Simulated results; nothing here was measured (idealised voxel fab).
Process module heading - voxel released beams
Section shown: cut. Width: 225 nm. Cell size: 5 nm, square.
For the purposes of this document, a cross-section shall be understood as a grid of square cells, specified as bands listed in top-to-bottom order, each band consisting of one or more rows of cells. Band: top and bottom heights (nm) first, top before bottom; then materials from left to right, widths in nm. "full width" marks a sole material filling the band edge to edge. "empty" denotes empty space. Heads up on the height convention: 0 is the point under which the incoming wafer is all one material, and the lowest band has no bottom, it just keeps going down, like "0 and below". It should be noted that a width expressed as "30..40" varies in equal increments from row to row of cells within the band, taking the value of the first number at the top row and that of the second number at the bottom row. Step marked "no change"? Then no cell in the cross-section changed in it. The list in "Cavities, sealed" covers empty spaces of 8 cells or more that cannot reach the top through any open way, and it gives each as width x height at distance; the distance is from the left edge, and width, height and distance are in nm. Read whatever lies past the settings on a step's line as the simulator's own remark about the step. overlay nm: right-of-plan distance of the mask on a masked step; negative values mean left-of-plan. Each pair below shows a cross-section before one step and the cross-section after it, down to the lowest band that changed. The line under each pair gives the step between them, with its settings. The pairs can come from different runs of this module on the same starting wafer, so a pair continues from the pair above only where its "Ahead of processing" says so.
Ahead of processing
0 and below  Si full width
Cavities, sealed: none
Resultant Cross-Section
5 down to 0  SiN full width
below 0: unchanged
Cavities, sealed: none
Process step bridging the above cross-sections: CONFORMAL_DEP (material SiN; thk nm 5)
Ahead of processing: the state before this step is the cross-section shown after the step in the pair just above.
Resultant Cross-Section
15 down to 5  SiO2 full width
below 5: unchanged
Cavities, sealed: none
Process step bridging the above cross-sections: DIRECTIONAL_DEP (material SiO2; thk nm 10)
Ahead of processing: the state before this step is the cross-section shown after the step in the pair just above.
Resultant Cross-Section
30 down to 15  aC full width
below 15: unchanged
Cavities, sealed: none
Process step bridging the above cross-sections: DIRECTIONAL_DEP (material aC; thk nm 15)
Ahead of processing: the state before this step is the cross-section shown after the step in the pair just above.
Resultant Cross-Section
65 down to 30  resist: 70  empty: 45  resist: 110
below 30: unchanged
Cavities, sealed: none
Process step bridging the above cross-sections: PATTERN (tone open; mask id ANCHOR; material resist; width nm 45; thk nm 35; overlay nm 0)
Ahead of processing: the state before this step is the cross-section shown after the step in the pair just above.
Resultant Cross-Section
50 down to 30  resist: 70  empty: 45  resist: 110
30 down to 15  aC: 70  empty: 45  aC: 110
below 15: unchanged
Cavities, sealed: none
Process step bridging the above cross-sections: DIRECTIONAL_ETCH (etch materials aC; depth nm 15)
Ahead of processing: the state before this step is the cross-section shown after the step in the pair just above.
Resultant Cross-Section
30 down to 15  aC: 70  empty: 45  aC: 110
below 15: unchanged
Cavities, sealed: none
Process step bridging the above cross-sections: STRIP (etch materials resist)
Ahead of processing: the state before this step is the cross-section shown after the step in the pair just above.
Resultant Cross-Section
30 down to 15  aC: 70  empty: 45  aC: 110
15 down to 5  SiO2: 70  empty: 45  SiO2: 110
below 5: unchanged
Cavities, sealed: none
Process step bridging the above cross-sections: DIRECTIONAL_ETCH (etch materials SiO2; depth nm 10)
Ahead of processing: the state before this step is the cross-section shown after the step in the pair just above.
Resultant Cross-Section
15 down to 5  SiO2: 70  empty: 45  SiO2: 110
below 5: unchanged
Cavities, sealed: none
Process step bridging the above cross-sections: STRIP (etch materials aC)
Ahead of processing: the state before this step is the cross-section shown after the step in the pair just above.
Resultant Cross-Section
30 down to 20  TiN: 85  empty: 15  TiN: 125
20 down to 15  TiN full width
15 down to 5  SiO2: 70  TiN: 45  SiO2: 110
below 5: unchanged
Cavities, sealed: none
Process step bridging the above cross-sections: CONFORMAL_DEP (material TiN; thk nm 15)
Ahead of processing: the state before this step is the cross-section shown after the step in the pair just above.
Resultant Cross-Section
50 down to 30  empty: 65  resist: 90  empty: 70
30 down to 20  TiN: 85  resist: 15  TiN: 125
below 20: unchanged
Cavities, sealed: none
Process step bridging the above cross-sections: PATTERN (tone cover; mask id BEAM; material resist; width nm 90; thk nm 20; overlay nm 0)
Ahead of processing: the state before this step is the cross-section shown after the step in the pair just above.
Resultant Cross-Section
50 down to 30  empty: 65  resist: 90  empty: 70
30 down to 20  empty: 65  TiN: 20  resist: 15  TiN: 55  empty: 70
20 down to 15  empty: 65  TiN: 90  empty: 70
below 15: unchanged
Cavities, sealed: none
Process step bridging the above cross-sections: DIRECTIONAL_ETCH (etch materials TiN; depth nm 15)
Ahead of processing: the state before this step is the cross-section shown after the step in the pair just above.
Resultant Cross-Section
30 down to 20  empty: 65  TiN: 20  empty: 15  TiN: 55  empty: 70
below 20: unchanged
Cavities, sealed: none
Process step bridging the above cross-sections: STRIP (etch materials resist)
Ahead of processing: the state before this step is the cross-section shown after the step in the pair just above.
Resultant Cross-Section
30 down to 20  empty: 65  TiN: 20  empty: 15  TiN: 55  empty: 70
20 down to 15  empty: 65  TiN: 90  empty: 70
15 down to 5  empty: 70  TiN: 45  empty: 110
below 5: unchanged
Cavities, sealed: none
Process step bridging the above cross-sections: STRIP (etch materials SiO2)
Ahead of processing
0 and below  Si full width
Cavities, sealed: none
Resultant Cross-Section
10 down to 0  SiO2 full width
below 0: unchanged
Cavities, sealed: none
Process step bridging the above cross-sections: DIRECTIONAL_DEP (material SiO2; thk nm 10)
Ahead of processing: the state before this step is the cross-section shown after the step in the pair just above.
Resultant Cross-Section
25 down to 10  aC full width
below 10: unchanged
Cavities, sealed: none
Process step bridging the above cross-sections: DIRECTIONAL_DEP (material aC; thk nm 15)
Ahead of processing: the state before this step is the cross-section shown after the step in the pair just above.
Resultant Cross-Section
60 down to 25  resist: 70  empty: 45  resist: 110
below 25: unchanged
Cavities, sealed: none
Process step bridging the above cross-sections: PATTERN (tone open; mask id ANCHOR; material resist; width nm 45; thk nm 35; overlay nm 0)
Ahead of processing: the state before this step is the cross-section shown after the step in the pair just above.
Resultant Cross-Section
45 down to 25  resist: 70  empty: 45  resist: 110
25 down to 10  aC: 70  empty: 45  aC: 110
below 10: unchanged
Cavities, sealed: none
Process step bridging the above cross-sections: DIRECTIONAL_ETCH (etch materials aC; depth nm 15)
Ahead of processing: the state before this step is the cross-section shown after the step in the pair just above.
Resultant Cross-Section
25 down to 10  aC: 70  empty: 45  aC: 110
below 10: unchanged
Cavities, sealed: none
Process step bridging the above cross-sections: STRIP (etch materials resist)
Ahead of processing: the state before this step is the cross-section shown after the step in the pair just above.
Resultant Cross-Section
25 down to 10  aC: 70  empty: 45  aC: 110
10 down to 0  SiO2: 70  empty: 45  SiO2: 110
below 0: unchanged
Cavities, sealed: none
Process step bridging the above cross-sections: DIRECTIONAL_ETCH (etch materials SiO2; depth nm 10)
Ahead of processing: the state before this step is the cross-section shown after the step in the pair just above.
Resultant Cross-Section
10 down to 0  SiO2: 70  empty: 45  SiO2: 110
below 0: unchanged
Cavities, sealed: none
Process step bridging the above cross-sections: STRIP (etch materials aC)
Ahead of processing: the state before this step is the cross-section shown after the step in the pair just above.
Resultant Cross-Section
25 down to 15  TiN: 85  empty: 15  TiN: 125
15 down to 10  TiN full width
10 down to 0  SiO2: 70  TiN: 45  SiO2: 110
below 0: unchanged
Cavities, sealed: none
Process step bridging the above cross-sections: CONFORMAL_DEP (material TiN; thk nm 15)
Ahead of processing: the state before this step is the cross-section shown after the step in the pair just above.
Resultant Cross-Section
45 down to 25  empty: 65  resist: 90  empty: 70
25 down to 15  TiN: 85  resist: 15  TiN: 125
below 15: unchanged
Cavities, sealed: none
Process step bridging the above cross-sections: PATTERN (tone cover; mask id BEAM; material resist; width nm 90; thk nm 20; overlay nm 0)
Ahead of processing: the state before this step is the cross-section shown after the step in the pair just above.
Resultant Cross-Section
45 down to 25  empty: 65  resist: 90  empty: 70
25 down to 15  empty: 65  TiN: 20  resist: 15  TiN: 55  empty: 70
15 down to 10  empty: 65  TiN: 90  empty: 70
below 10: unchanged
Cavities, sealed: none
Process step bridging the above cross-sections: DIRECTIONAL_ETCH (etch materials TiN; depth nm 15)
Ahead of processing: the state before this step is the cross-section shown after the step in the pair just above.
Resultant Cross-Section
25 down to 15  empty: 65  TiN: 20  empty: 15  TiN: 55  empty: 70
below 15: unchanged
Cavities, sealed: none
Process step bridging the above cross-sections: STRIP (etch materials resist)
Ahead of processing: the state before this step is the cross-section shown after the step in the pair just above.
Resultant Cross-Section
25 down to 15  empty: 65  TiN: 20  empty: 15  TiN: 55  empty: 70
15 down to 10  empty: 65  TiN: 90  empty: 70
10 down to 0  empty: 70  TiN: 45  empty: 110
below 0: unchanged
Cavities, sealed: none
Process step bridging the above cross-sections: STRIP (etch materials SiO2)
Ahead of processing
30 down to 20  TiN: 85  empty: 15  TiN: 125
20 down to 15  TiN full width
15 down to 5  SiO2: 70  TiN: 45  SiO2: 110
5 down to 0  SiN full width
0 and below  Si full width
Cavities, sealed: none
Resultant Cross-Section
45 down to 15  TiN full width
below 15: unchanged
Cavities, sealed: none
Process step bridging the above cross-sections: CONFORMAL_DEP (material TiN; thk nm 15)
Ahead of processing: the state before this step is the cross-section shown after the step in the pair just above.
Resultant Cross-Section
65 down to 45  empty: 65  resist: 90  empty: 70
below 45: unchanged
Cavities, sealed: none
Process step bridging the above cross-sections: PATTERN (tone cover; mask id BEAM; material resist; width nm 90; thk nm 20; overlay nm 0)
Ahead of processing: the state before this step is the cross-section shown after the step in the pair just above.
Resultant Cross-Section
65 down to 45  empty: 65  resist: 90  empty: 70
45 down to 30  empty: 65  TiN: 90  empty: 70
below 30: unchanged
Cavities, sealed: none
Process step bridging the above cross-sections: DIRECTIONAL_ETCH (etch materials TiN; depth nm 15)
Ahead of processing: the state before this step is the cross-section shown after the step in the pair just above.
Resultant Cross-Section
45 down to 30  empty: 65  TiN: 90  empty: 70
below 30: unchanged
Cavities, sealed: none
Process step bridging the above cross-sections: STRIP (etch materials resist)
Ahead of processing
10 down to 0  SiO2 full width
0 and below  Si full width
Cavities, sealed: none
Resultant Cross-Section
15 down to 10  SiN full width
below 10: unchanged
Cavities, sealed: none
Process step bridging the above cross-sections: CONFORMAL_DEP (material SiN; thk nm 5)
Ahead of processing: the state before this step is the cross-section shown after the step in the pair just above.
Resultant Cross-Section
30 down to 15  aC full width
below 15: unchanged
Cavities, sealed: none
Process step bridging the above cross-sections: DIRECTIONAL_DEP (material aC; thk nm 15)
Ahead of processing: the state before this step is the cross-section shown after the step in the pair just above.
Resultant Cross-Section
65 down to 30  resist: 70  empty: 45  resist: 110
below 30: unchanged
Cavities, sealed: none
Process step bridging the above cross-sections: PATTERN (tone open; mask id ANCHOR; material resist; width nm 45; thk nm 35; overlay nm 0)
Ahead of processing: the state before this step is the cross-section shown after the step in the pair just above.
Resultant Cross-Section
50 down to 30  resist: 70  empty: 45  resist: 110
30 down to 15  aC: 70  empty: 45  aC: 110
below 15: unchanged
Cavities, sealed: none
Process step bridging the above cross-sections: DIRECTIONAL_ETCH (etch materials aC; depth nm 15)
Ahead of processing: the state before this step is the cross-section shown after the step in the pair just above.
Resultant Cross-Section
30 down to 15  aC: 70  empty: 45  aC: 110
below 15: unchanged
Cavities, sealed: none
Process step bridging the above cross-sections: STRIP (etch materials resist)
Ahead of processing: the state before this step is the cross-section shown after the step in the pair just above.
Resultant Cross-Section
15 down to 10  SiN full width
below 10: unchanged
Cavities, sealed: none
Process step bridging the above cross-sections: STRIP (etch materials aC)
Ahead of processing: the state before this step is the cross-section shown after the step in the pair just above.
Resultant Cross-Section
30 down to 15  TiN full width
below 15: unchanged
Cavities, sealed: none
Process step bridging the above cross-sections: CONFORMAL_DEP (material TiN; thk nm 15)
Ahead of processing: the state before this step is the cross-section shown after the step in the pair just above.
Resultant Cross-Section
50 down to 30  empty: 65  resist: 90  empty: 70
below 30: unchanged
Cavities, sealed: none
Process step bridging the above cross-sections: PATTERN (tone cover; mask id BEAM; material resist; width nm 90; thk nm 20; overlay nm 0)
Ahead of processing: the state before this step is the cross-section shown after the step in the pair just above.
Resultant Cross-Section
50 down to 30  empty: 65  resist: 90  empty: 70
30 down to 15  empty: 65  TiN: 90  empty: 70
below 15: unchanged
Cavities, sealed: none
Process step bridging the above cross-sections: DIRECTIONAL_ETCH (etch materials TiN; depth nm 15)
Ahead of processing: the state before this step is the cross-section shown after the step in the pair just above.
Resultant Cross-Section
30 down to 15  empty: 65  TiN: 90  empty: 70
below 15: unchanged
Cavities, sealed: none
Process step bridging the above cross-sections: STRIP (etch materials resist)
Ahead of processing
15 down to 5  SiO2: 70  empty: 45  SiO2: 110
5 down to 0  SiN full width
0 and below  Si full width
Cavities, sealed: none
Resultant Cross-Section
20 down to 15  TiN: 75  empty: 35  TiN: 115
15 down to 10  SiO2: 70  TiN: 5  empty: 35  TiN: 5  SiO2: 110
10 down to 5  SiO2: 70  TiN: 45  SiO2: 110
below 5: unchanged
Cavities, sealed: none
Process step bridging the above cross-sections: CONFORMAL_DEP (material TiN; thk nm 5)
Ahead of processing: the state before this step is the cross-section shown after the step in the pair just above.
Resultant Cross-Section
40 down to 20  empty: 65  resist: 90  empty: 70
20 down to 15  TiN: 75  resist: 35  TiN: 115
15 down to 10  SiO2: 70  TiN: 5  resist: 35  TiN: 5  SiO2: 110
below 10: unchanged
Cavities, sealed: none
Process step bridging the above cross-sections: PATTERN (tone cover; mask id BEAM; material resist; width nm 90; thk nm 20; overlay nm 0)
Ahead of processing: the state before this step is the cross-section shown after the step in the pair just above.
Resultant Cross-Section
40 down to 20  empty: 65  resist: 90  empty: 70
20 down to 15  empty: 65  TiN: 10  resist: 35  TiN: 45  empty: 70
below 15: unchanged
Cavities, sealed: none
Process step bridging the above cross-sections: DIRECTIONAL_ETCH (etch materials TiN; depth nm 15)
Ahead of processing: the state before this step is the cross-section shown after the step in the pair just above.
Resultant Cross-Section
20 down to 15  empty: 65  TiN: 10  empty: 35  TiN: 45  empty: 70
15 down to 10  SiO2: 70  TiN: 5  empty: 35  TiN: 5  SiO2: 110
below 10: unchanged
Cavities, sealed: none
Process step bridging the above cross-sections: STRIP (etch materials resist)
Ahead of processing: the state before this step is the cross-section shown after the step in the pair just above.
Resultant Cross-Section
20 down to 10  empty: 65..70  TiN: 10..5  empty: 35  TiN: 45..5  empty: 70..110
10 down to 5  empty: 70  TiN: 45  empty: 110
below 5: unchanged
Cavities, sealed: none
Process step bridging the above cross-sections: STRIP (etch materials SiO2)
Ahead of processing
30 down to 20  TiN: 85  empty: 15  TiN: 125
20 down to 15  TiN full width
15 down to 5  SiO2: 70  TiN: 45  SiO2: 110
5 down to 0  SiN full width
0 and below  Si full width
Cavities, sealed: none
Resultant Cross-Section
50 down to 30  empty: 65  resist: 95  empty: 65
30 down to 20  TiN: 85  resist: 15  TiN: 125
below 20: unchanged
Cavities, sealed: none
Process step bridging the above cross-sections: PATTERN (tone cover; mask id BEAM; material resist; width nm 95; thk nm 20; overlay nm 0)
Ahead of processing: the state before this step is the cross-section shown after the step in the pair just above.
Resultant Cross-Section
50 down to 30  empty: 65  resist: 95  empty: 65
30 down to 20  empty: 65  TiN: 20  resist: 15  TiN: 60  empty: 65
20 down to 15  empty: 65  TiN: 95  empty: 65
below 15: unchanged
Cavities, sealed: none
Process step bridging the above cross-sections: DIRECTIONAL_ETCH (etch materials TiN; depth nm 15)
Ahead of processing: the state before this step is the cross-section shown after the step in the pair just above.
Resultant Cross-Section
30 down to 20  empty: 65  TiN: 20  empty: 15  TiN: 60  empty: 65
below 20: unchanged
Cavities, sealed: none
Process step bridging the above cross-sections: STRIP (etch materials resist)
Ahead of processing: the state before this step is the cross-section shown after the step in the pair just above.
Resultant Cross-Section
30 down to 20  empty: 65  TiN: 20  empty: 15  TiN: 60  empty: 65
20 down to 15  empty: 65  TiN: 95  empty: 65
15 down to 5  empty: 70  TiN: 45  empty: 110
below 5: unchanged
Cavities, sealed: none
Process step bridging the above cross-sections: STRIP (etch materials SiO2)
Ahead of processing
30 down to 15  aC full width
15 down to 5  SiO2 full width
5 down to 0  SiN full width
0 and below  Si full width
Cavities, sealed: none
Resultant Cross-Section
65 down to 30  resist: 75  empty: 45  resist: 105
below 30: unchanged
Cavities, sealed: none
Process step bridging the above cross-sections: PATTERN (tone open; mask id ANCHOR; material resist; width nm 45; thk nm 35; overlay nm 5)
Ahead of processing: the state before this step is the cross-section shown after the step in the pair just above.
Resultant Cross-Section
50 down to 30  resist: 75  empty: 45  resist: 105
30 down to 15  aC: 75  empty: 45  aC: 105
below 15: unchanged
Cavities, sealed: none
Process step bridging the above cross-sections: DIRECTIONAL_ETCH (etch materials aC; depth nm 15)
Ahead of processing: the state before this step is the cross-section shown after the step in the pair just above.
Resultant Cross-Section
30 down to 15  aC: 75  empty: 45  aC: 105
below 15: unchanged
Cavities, sealed: none
Process step bridging the above cross-sections: STRIP (etch materials resist)
Ahead of processing: the state before this step is the cross-section shown after the step in the pair just above.
Resultant Cross-Section
30 down to 15  aC: 75  empty: 45  aC: 105
15 down to 5  SiO2: 75  empty: 45  SiO2: 105
below 5: unchanged
Cavities, sealed: none
Process step bridging the above cross-sections: DIRECTIONAL_ETCH (etch materials SiO2; depth nm 10)
Ahead of processing: the state before this step is the cross-section shown after the step in the pair just above.
Resultant Cross-Section
15 down to 5  SiO2: 75  empty: 45  SiO2: 105
below 5: unchanged
Cavities, sealed: none
Process step bridging the above cross-sections: STRIP (etch materials aC)
Ahead of processing: the state before this step is the cross-section shown after the step in the pair just above.
Resultant Cross-Section
30 down to 20  TiN: 90  empty: 15  TiN: 120
20 down to 15  TiN full width
15 down to 5  SiO2: 75  TiN: 45  SiO2: 105
below 5: unchanged
Cavities, sealed: none
Process step bridging the above cross-sections: CONFORMAL_DEP (material TiN; thk nm 15)
Ahead of processing: the state before this step is the cross-section shown after the step in the pair just above.
Resultant Cross-Section
50 down to 30  empty: 65  resist: 90  empty: 70
30 down to 20  TiN: 90  resist: 15  TiN: 120
below 20: unchanged
Cavities, sealed: none
Process step bridging the above cross-sections: PATTERN (tone cover; mask id BEAM; material resist; width nm 90; thk nm 20; overlay nm 0)
Ahead of processing: the state before this step is the cross-section shown after the step in the pair just above.
Resultant Cross-Section
50 down to 30  empty: 65  resist: 90  empty: 70
30 down to 20  empty: 65  TiN: 25  resist: 15  TiN: 50  empty: 70
20 down to 15  empty: 65  TiN: 90  empty: 70
below 15: unchanged
Cavities, sealed: none
Process step bridging the above cross-sections: DIRECTIONAL_ETCH (etch materials TiN; depth nm 15)
Ahead of processing: the state before this step is the cross-section shown after the step in the pair just above.
Resultant Cross-Section
30 down to 20  empty: 65  TiN: 25  empty: 15  TiN: 50  empty: 70
below 20: unchanged
Cavities, sealed: none
Process step bridging the above cross-sections: STRIP (etch materials resist)
Ahead of processing: the state before this step is the cross-section shown after the step in the pair just above.
Resultant Cross-Section
30 down to 20  empty: 65  TiN: 25  empty: 15  TiN: 50  empty: 70
20 down to 15  empty: 65  TiN: 90  empty: 70
15 down to 5  empty: 75  TiN: 45  empty: 105
below 5: unchanged
Cavities, sealed: none
Process step bridging the above cross-sections: STRIP (etch materials SiO2)
Ahead of processing
5 down to 0  SiN full width
0 and below  Si full width
Cavities, sealed: none
Resultant Cross-Section
15 down to 0  SiN full width
below 0: unchanged
Cavities, sealed: none
Process step bridging the above cross-sections: DIRECTIONAL_DEP (material SiN; thk nm 10)
Ahead of processing: the state before this step is the cross-section shown after the step in the pair just above.
Resultant Cross-Section
30 down to 15  aC full width
below 15: unchanged
Cavities, sealed: none
Process step bridging the above cross-sections: DIRECTIONAL_DEP (material aC; thk nm 15)
Ahead of processing: the state before this step is the cross-section shown after the step in the pair just above.
Resultant Cross-Section
65 down to 30  resist: 70  empty: 45  resist: 110
below 30: unchanged
Cavities, sealed: none
Process step bridging the above cross-sections: PATTERN (tone open; mask id ANCHOR; material resist; width nm 45; thk nm 35; overlay nm 0)
Ahead of processing: the state before this step is the cross-section shown after the step in the pair just above.
Resultant Cross-Section
50 down to 30  resist: 70  empty: 45  resist: 110
30 down to 15  aC: 70  empty: 45  aC: 110
below 15: unchanged
Cavities, sealed: none
Process step bridging the above cross-sections: DIRECTIONAL_ETCH (etch materials aC; depth nm 15)
Ahead of processing: the state before this step is the cross-section shown after the step in the pair just above.
Resultant Cross-Section
30 down to 15  aC: 70  empty: 45  aC: 110
below 15: unchanged
Cavities, sealed: none
Process step bridging the above cross-sections: STRIP (etch materials resist)
Ahead of processing: the state before this step is the cross-section shown after the step in the pair just above.
Resultant Cross-Section
15 down to 0  SiN full width
below 0: unchanged
Cavities, sealed: none
Process step bridging the above cross-sections: STRIP (etch materials aC)
Ahead of processing: the state before this step is the cross-section shown after the step in the pair just above.
Resultant Cross-Section
30 down to 15  TiN full width
below 15: unchanged
Cavities, sealed: none
Process step bridging the above cross-sections: CONFORMAL_DEP (material TiN; thk nm 15)
Ahead of processing: the state before this step is the cross-section shown after the step in the pair just above.
Resultant Cross-Section
50 down to 30  empty: 65  resist: 90  empty: 70
below 30: unchanged
Cavities, sealed: none
Process step bridging the above cross-sections: PATTERN (tone cover; mask id BEAM; material resist; width nm 90; thk nm 20; overlay nm 0)
Ahead of processing: the state before this step is the cross-section shown after the step in the pair just above.
Resultant Cross-Section
50 down to 30  empty: 65  resist: 90  empty: 70
30 down to 15  empty: 65  TiN: 90  empty: 70
below 15: unchanged
Cavities, sealed: none
Process step bridging the above cross-sections: DIRECTIONAL_ETCH (etch materials TiN; depth nm 15)
Ahead of processing: the state before this step is the cross-section shown after the step in the pair just above.
Resultant Cross-Section
30 down to 15  empty: 65  TiN: 90  empty: 70
below 15: unchanged
Cavities, sealed: none
Process step bridging the above cross-sections: STRIP (etch materials resist)
Ahead of processing
30 down to 15  aC full width
15 down to 5  SiO2 full width
5 down to 0  SiN full width
0 and below  Si full width
Cavities, sealed: none
Resultant Cross-Section
65 down to 30  empty: 70  resist: 45  empty: 110
below 30: unchanged
Cavities, sealed: none
Process step bridging the above cross-sections: PATTERN (tone cover; mask id ANCHOR; material resist; width nm 45; thk nm 35; overlay nm 0)
Ahead of processing: the state before this step is the cross-section shown after the step in the pair just above.
Resultant Cross-Section
50 down to 30  empty: 70  resist: 45  empty: 110
30 down to 15  empty: 70  aC: 45  empty: 110
below 15: unchanged
Cavities, sealed: none
Process step bridging the above cross-sections: DIRECTIONAL_ETCH (etch materials aC; depth nm 15)
Ahead of processing: the state before this step is the cross-section shown after the step in the pair just above.
Resultant Cross-Section
30 down to 15  empty: 70  aC: 45  empty: 110
below 15: unchanged
Cavities, sealed: none
Process step bridging the above cross-sections: STRIP (etch materials resist)
Ahead of processing: the state before this step is the cross-section shown after the step in the pair just above.
Resultant Cross-Section
30 down to 15  empty: 70  aC: 45  empty: 110
15 down to 5  empty: 70  SiO2: 45  empty: 110
below 5: unchanged
Cavities, sealed: none
Process step bridging the above cross-sections: DIRECTIONAL_ETCH (etch materials SiO2; depth nm 10)
Ahead of processing: the state before this step is the cross-section shown after the step in the pair just above.
Resultant Cross-Section
15 down to 5  empty: 70  SiO2: 45  empty: 110
below 5: unchanged
Cavities, sealed: none
Process step bridging the above cross-sections: STRIP (etch materials aC)
Ahead of processing: the state before this step is the cross-section shown after the step in the pair just above.
Resultant Cross-Section
30 down to 20  empty: 55  TiN: 75  empty: 95
20 down to 15  TiN full width
15 down to 5  TiN: 70  SiO2: 45  TiN: 110
below 5: unchanged
Cavities, sealed: none
Process step bridging the above cross-sections: CONFORMAL_DEP (material TiN; thk nm 15)
Ahead of processing: the state before this step is the cross-section shown after the step in the pair just above.
Resultant Cross-Section
50 down to 30  empty: 65  resist: 90  empty: 70
30 down to 20  empty: 55  TiN: 75  resist: 25  empty: 70
below 20: unchanged
Cavities, sealed: none
Process step bridging the above cross-sections: PATTERN (tone cover; mask id BEAM; material resist; width nm 90; thk nm 20; overlay nm 0)
Ahead of processing: the state before this step is the cross-section shown after the step in the pair just above.
Resultant Cross-Section
50 down to 30  empty: 65  resist: 90  empty: 70
30 down to 20  empty: 65  TiN: 65  resist: 25  empty: 70
20 down to 15  empty: 65  TiN: 90  empty: 70
15 down to 5  empty: 55  TiN: 15  SiO2: 45  TiN: 40  empty: 70
below 5: unchanged
Cavities, sealed: none
Process step bridging the above cross-sections: DIRECTIONAL_ETCH (etch materials TiN; depth nm 15)
Ahead of processing: the state before this step is the cross-section shown after the step in the pair just above.
Resultant Cross-Section
30 down to 20  empty: 65  TiN: 65  empty: 95
below 20: unchanged
Cavities, sealed: none
Process step bridging the above cross-sections: STRIP (etch materials resist)
